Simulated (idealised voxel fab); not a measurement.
The name of this process module is voxel self aligned vias.
Xsec cut, 290 nm wide, square cell size 5 nm.
Reading order for cross-sections: top band down to bottom band. Underlying form: a grid of square cells. Band size: one or more rows of cells. A band entry consists of two parts. The first gives the height of the band's top and the height of its bottom, in nm. The rest lists the band's materials from left to right, each with its width in nm. A single material labelled with the word "throughout" fills the band from edge to edge, and the word "air" marks empty space. It should be noted that heights are counted from 0, beneath which the wafer as supplied is of one material throughout, and that the lowest band possesses no lower boundary but continues downward, as written in "from 0 down". A width given as "30 to 40" starts at the first number in the band's top row and ends at the second number in its bottom row, shifting by an equal amount at every step from row to row. "remained the same" (step): cross-section cells unchanged, all of them. The list in "Unvented cavities" covers empty spaces of 8 cells or more that cannot reach the top through any open way, and it gives each as width x height at distance; the distance is from the left edge, and width, height and distance are in nm. It should be noted that, on the line of a given step, the content following the step's settings is a remark produced by the simulator itself with respect to that step. The "overlay nm" setting may appear on a step's line; for a step that uses a mask, it gives how far to the right of its planned position the mask lay, and a negative value indicates the left.

# The process steps that were planned are listed below
- 1: RECEIVE, material Si
- 2: CONFORMAL_DEP, material SiO2, thk nm 15
- 3: CONFORMAL_DEP, material SiCN, thk nm 5
- 4: DIRECTIONAL_DEP, material SiO2, thk nm 20
- 5: PATTERN, tone open, mask id LINES, material resist, width nm 30, pitch nm 70, thk nm 15, overlay nm 0
- 6: DIRECTIONAL_ETCH, etch materials SiO2, depth nm 20
- 7: STRIP, etch materials resist
- 8: CONFORMAL_DEP, material TiN, thk nm 5
- 9: FILL_DEP, material W, thk nm 5
- 10: CMP, height nm 40
- 11: SELECTIVE_ETCH, etch materials W Ru TiN, depth nm 5
- 12: FILL_DEP, material SiN, thk nm 5
- 13: CMP, height nm 40
- 14: DIRECTIONAL_DEP, material SiO2, thk nm 20
- 15: MASKED_ETCH, tone open, mask id VIAS, width nm 40, pitch nm 70, etch materials SiO2, depth nm 20, overlay nm 0
- 16: MASKED_ETCH, tone open, mask id VIAS, width nm 40, pitch nm 70, etch materials SiN, depth nm 5, overlay nm 0
- 17: CONFORMAL_DEP, material TiN, thk nm 5
- 18: FILL_DEP, material Cu, thk nm 5
- 19: CMP, height nm 60
- 20: CONFORMAL_DEP, material SiN, thk nm 5

# Concerning the first of two wafers, which was run in accordance with the plan

# As-received wafer cross-section (after step 1)
  from 0 down  Si throughout
  Unvented cavities: none

# Take a look at the wafer's cross-section after step 2
  from 15 to 0  SiO2 throughout
  Everything below 0 is unchanged.

# Take a look at the wafer's cross-section after step 3
  from 20 to 15  SiCN throughout
  Everything below 15 is unchanged.

# Take a look at the wafer's cross-section after step 4
  from 40 to 20  SiO2 throughout
  Everything below 20 is unchanged.

# Take a look at the wafer's cross-section after step 5
  from 55 to 40  resist (60) / air (30) / resist (40) / air (30) / resist (40) / air (30) / resist (60)
  Everything below 40 is unchanged.

# Take a look at the wafer's cross-section after step 6
  from 55 to 40  resist (60) / air (30) / resist (40) / air (30) / resist (40) / air (30) / resist (60)
  from 40 to 20  SiO2 (60) / air (30) / SiO2 (40) / air (30) / SiO2 (40) / air (30) / SiO2 (60)
  Everything below 20 is unchanged.

# Take a look at the wafer's cross-section after step 7
  from 40 to 20  SiO2 (60) / air (30) / SiO2 (40) / air (30) / SiO2 (40) / air (30) / SiO2 (60)
  Everything below 20 is unchanged.

# Take a look at the wafer's cross-section after step 8
  from 45 to 40  TiN (65) / air (20) / TiN (50) / air (20) / TiN (50) / air (20) / TiN (65)
  from 40 to 25  SiO2 (60) / TiN (5) / air (20) / TiN (5) / SiO2 (40) / TiN (5) / air (20) / TiN (5) / SiO2 (40) / TiN (5) / air (20) / TiN (5) / SiO2 (60)
  from 25 to 20  SiO2 (60) / TiN (30) / SiO2 (40) / TiN (30) / SiO2 (40) / TiN (30) / SiO2 (60)
  Everything below 20 is unchanged.

# Take a look at the wafer's cross-section after step 9
  from 50 to 45  W throughout
  from 45 to 40  TiN (65) / W (20) / TiN (50) / W (20) / TiN (50) / W (20) / TiN (65)
  from 40 to 25  SiO2 (60) / TiN (5) / W (20) / TiN (5) / SiO2 (40) / TiN (5) / W (20) / TiN (5) / SiO2 (40) / TiN (5) / W (20) / TiN (5) / SiO2 (60)
  Everything below 25 is unchanged.

# Take a look at the wafer's cross-section after step 10
  from 40 to 25  SiO2 (60) / TiN (5) / W (20) / TiN (5) / SiO2 (40) / TiN (5) / W (20) / TiN (5) / SiO2 (40) / TiN (5) / W (20) / TiN (5) / SiO2 (60)
  Everything below 25 is unchanged.

# Take a look at the wafer's cross-section after step 11
  from 40 to 35  SiO2 (60) / air (30) / SiO2 (40) / air (30) / SiO2 (40) / air (30) / SiO2 (60)
  Everything below 35 is unchanged.

# Take a look at the wafer's cross-section after step 12
  from 45 to 40  SiN throughout
  from 40 to 35  SiO2 (60) / SiN (30) / SiO2 (40) / SiN (30) / SiO2 (40) / SiN (30) / SiO2 (60)
  Everything below 35 is unchanged.

# Take a look at the wafer's cross-section after step 13
  from 40 to 35  SiO2 (60) / SiN (30) / SiO2 (40) / SiN (30) / SiO2 (40) / SiN (30) / SiO2 (60)
  Everything below 35 is unchanged.

# Take a look at the wafer's cross-section after step 14
  from 60 to 40  SiO2 throughout
  Everything below 40 is unchanged.

# Take a look at the wafer's cross-section after step 15
  from 60 to 40  SiO2 (55) / air (40) / SiO2 (30) / air (40) / SiO2 (30) / air (40) / SiO2 (55)
  Everything below 40 is unchanged.

# Take a look at the wafer's cross-section after step 16
  from 60 to 40  SiO2 (55) / air (40) / SiO2 (30) / air (40) / SiO2 (30) / air (40) / SiO2 (55)
  from 40 to 35  SiO2 (60) / air (30) / SiO2 (40) / air (30) / SiO2 (40) / air (30) / SiO2 (60)
  Everything below 35 is unchanged.

# Take a look at the wafer's cross-section after step 17
  from 65 to 60  TiN (60) / air (30) / TiN (40) / air (30) / TiN (40) / air (30) / TiN (60)
  from 60 to 45  SiO2 (55) / TiN (5) / air (30) / TiN (5) / SiO2 (30) / TiN (5) / air (30) / TiN (5) / SiO2 (30) / TiN (5) / air (30) / TiN (5) / SiO2 (55)
  from 45 to 40  SiO2 (55) / TiN (10) / air (20) / TiN (10) / SiO2 (30) / TiN (10) / air (20) / TiN (10) / SiO2 (30) / TiN (10) / air (20) / TiN (10) / SiO2 (55)
  from 40 to 35  SiO2 (60) / TiN (30) / SiO2 (40) / TiN (30) / SiO2 (40) / TiN (30) / SiO2 (60)
  Everything below 35 is unchanged.

# Take a look at the wafer's cross-section after step 18
  from 70 to 65  Cu throughout
  from 65 to 60  TiN (60) / Cu (30) / TiN (40) / Cu (30) / TiN (40) / Cu (30) / TiN (60)
  from 60 to 45  SiO2 (55) / TiN (5) / Cu (30) / TiN (5) / SiO2 (30) / TiN (5) / Cu (30) / TiN (5) / SiO2 (30) / TiN (5) / Cu (30) / TiN (5) / SiO2 (55)
  from 45 to 40  SiO2 (55) / TiN (10) / Cu (20) / TiN (10) / SiO2 (30) / TiN (10) / Cu (20) / TiN (10) / SiO2 (30) / TiN (10) / Cu (20) / TiN (10) / SiO2 (55)
  Everything below 40 is unchanged.

# Take a look at the wafer's cross-section after step 19
  from 60 to 45  SiO2 (55) / TiN (5) / Cu (30) / TiN (5) / SiO2 (30) / TiN (5) / Cu (30) / TiN (5) / SiO2 (30) / TiN (5) / Cu (30) / TiN (5) / SiO2 (55)
  Everything below 45 is unchanged.

# Take a look at the wafer's cross-section after step 20
  from 65 to 60  SiN throughout
  Everything below 60 is unchanged.

# The Second Wafer: Common Origin and Plan, One Mistake in Execution, Identical to the First Through Step 4

# Second wafer cross-section, taken as of the time the plan sets for step 5 to be done
  from 55 to 40  air (60) / resist (30) / air (40) / resist (30) / air (40) / resist (30) / air (60)
  Everything below 40 is unchanged.

# Second wafer cross-section, taken as of the time the plan sets for step 6 to be done
  from 55 to 40  air (60) / resist (30) / air (40) / resist (30) / air (40) / resist (30) / air (60)
  from 40 to 20  air (60) / SiO2 (30) / air (40) / SiO2 (30) / air (40) / SiO2 (30) / air (60)
  Everything below 20 is unchanged.

# Second wafer cross-section, taken as of the time the plan sets for step 7 to be done
  from 40 to 20  air (60) / SiO2 (30) / air (40) / SiO2 (30) / air (40) / SiO2 (30) / air (60)
  Everything below 20 is unchanged.

# Second wafer cross-section, taken as of the time the plan sets for step 8 to be done
  from 45 to 40  air (55) / TiN (40) / air (30) / TiN (40) / air (30) / TiN (40) / air (55)
  from 40 to 25  air (55) / TiN (5) / SiO2 (30) / TiN (5) / air (30) / TiN (5) / SiO2 (30) / TiN (5) / air (30) / TiN (5) / SiO2 (30) / TiN (5) / air (55)
  from 25 to 20  TiN (60) / SiO2 (30) / TiN (40) / SiO2 (30) / TiN (40) / SiO2 (30) / TiN (60)
  Everything below 20 is unchanged.

# Second wafer cross-section, taken as of the time the plan sets for step 9 to be done
  from 50 to 45  W throughout
  from 45 to 40  W (55) / TiN (40) / W (30) / TiN (40) / W (30) / TiN (40) / W (55)
  from 40 to 25  W (55) / TiN (5) / SiO2 (30) / TiN (5) / W (30) / TiN (5) / SiO2 (30) / TiN (5) / W (30) / TiN (5) / SiO2 (30) / TiN (5) / W (55)
  Everything below 25 is unchanged.

# Second wafer cross-section, taken as of the time the plan sets for step 10 to be done
  from 40 to 25  W (55) / TiN (5) / SiO2 (30) / TiN (5) / W (30) / TiN (5) / SiO2 (30) / TiN (5) / W (30) / TiN (5) / SiO2 (30) / TiN (5) / W (55)
  Everything below 25 is unchanged.

# Second wafer cross-section, taken as of the time the plan sets for step 11 to be done
  from 40 to 35  air (60) / SiO2 (30) / air (40) / SiO2 (30) / air (40) / SiO2 (30) / air (60)
  Everything below 35 is unchanged.

# Second wafer cross-section, taken as of the time the plan sets for step 12 to be done
  from 45 to 40  SiN throughout
  from 40 to 35  SiN (60) / SiO2 (30) / SiN (40) / SiO2 (30) / SiN (40) / SiO2 (30) / SiN (60)
  Everything below 35 is unchanged.

# Second wafer cross-section, taken as of the time the plan sets for step 13 to be done
  from 40 to 35  SiN (60) / SiO2 (30) / SiN (40) / SiO2 (30) / SiN (40) / SiO2 (30) / SiN (60)
  Everything below 35 is unchanged.

# Second wafer cross-section, taken as of the time the plan sets for step 14 to be done
  from 60 to 40  SiO2 throughout
  Everything below 40 is unchanged.

# Second wafer cross-section, taken as of the time the plan sets for step 15 to be done
  from 60 to 40  SiO2 (55) / air (40) / SiO2 (30) / air (40) / SiO2 (30) / air (40) / SiO2 (55)
  Everything below 40 is unchanged.

# Second wafer cross-section, taken as of the time the plan sets for step 16 to be done
  from 60 to 40  SiO2 (55) / air (40) / SiO2 (30) / air (40) / SiO2 (30) / air (40) / SiO2 (55)
  from 40 to 35  SiN (55) / air (5) / SiO2 (30) / air (5) / SiN (30) / air (5) / SiO2 (30) / air (5) / SiN (30) / air (5) / SiO2 (30) / air (5) / SiN (55)
  Everything below 35 is unchanged.

# Second wafer cross-section, taken as of the time the plan sets for step 17 to be done
  from 65 to 60  TiN (60) / air (30) / TiN (40) / air (30) / TiN (40) / air (30) / TiN (60)
  from 60 to 45  SiO2 (55) / TiN (5) / air (30) / TiN (5) / SiO2 (30) / TiN (5) / air (30) / TiN (5) / SiO2 (30) / TiN (5) / air (30) / TiN (5) / SiO2 (55)
  from 45 to 40  SiO2 (55) / TiN (40) / SiO2 (30) / TiN (40) / SiO2 (30) / TiN (40) / SiO2 (55)
  from 40 to 35  SiN (55) / TiN (5) / SiO2 (30) / TiN (5) / SiN (30) / TiN (5) / SiO2 (30) / TiN (5) / SiN (30) / TiN (5) / SiO2 (30) / TiN (5) / SiN (55)
  Everything below 35 is unchanged.

# Second wafer cross-section, taken as of the time the plan sets for step 18 to be done
  from 70 to 65  Cu throughout
  from 65 to 60  TiN (60) / Cu (30) / TiN (40) / Cu (30) / TiN (40) / Cu (30) / TiN (60)
  from 60 to 45  SiO2 (55) / TiN (5) / Cu (30) / TiN (5) / SiO2 (30) / TiN (5) / Cu (30) / TiN (5) / SiO2 (30) / TiN (5) / Cu (30) / TiN (5) / SiO2 (55)
  Everything below 45 is unchanged.

# Second wafer cross-section, taken as of the time the plan sets for step 19 to be done
  from 60 to 45  SiO2 (55) / TiN (5) / Cu (30) / TiN (5) / SiO2 (30) / TiN (5) / Cu (30) / TiN (5) / SiO2 (30) / TiN (5) / Cu (30) / TiN (5) / SiO2 (55)
  Everything below 45 is unchanged.

# Second wafer cross-section, taken as of the time the plan sets for step 20 to be done
  from 65 to 60  SiN throughout
  Everything below 60 is unchanged.
what went wrong: step 5 was run on a setting that differed from the plan, and what really ran there is PATTERN, tone cover, mask id LINES, material resist, width nm 30, pitch nm 70, thk nm 15, overlay nm 0
End check, counted in cells, second wafer has more or fewer of these materials than the first: -12 Cu; +34 SiN; -88 SiO2; +22 TiN; +44 W
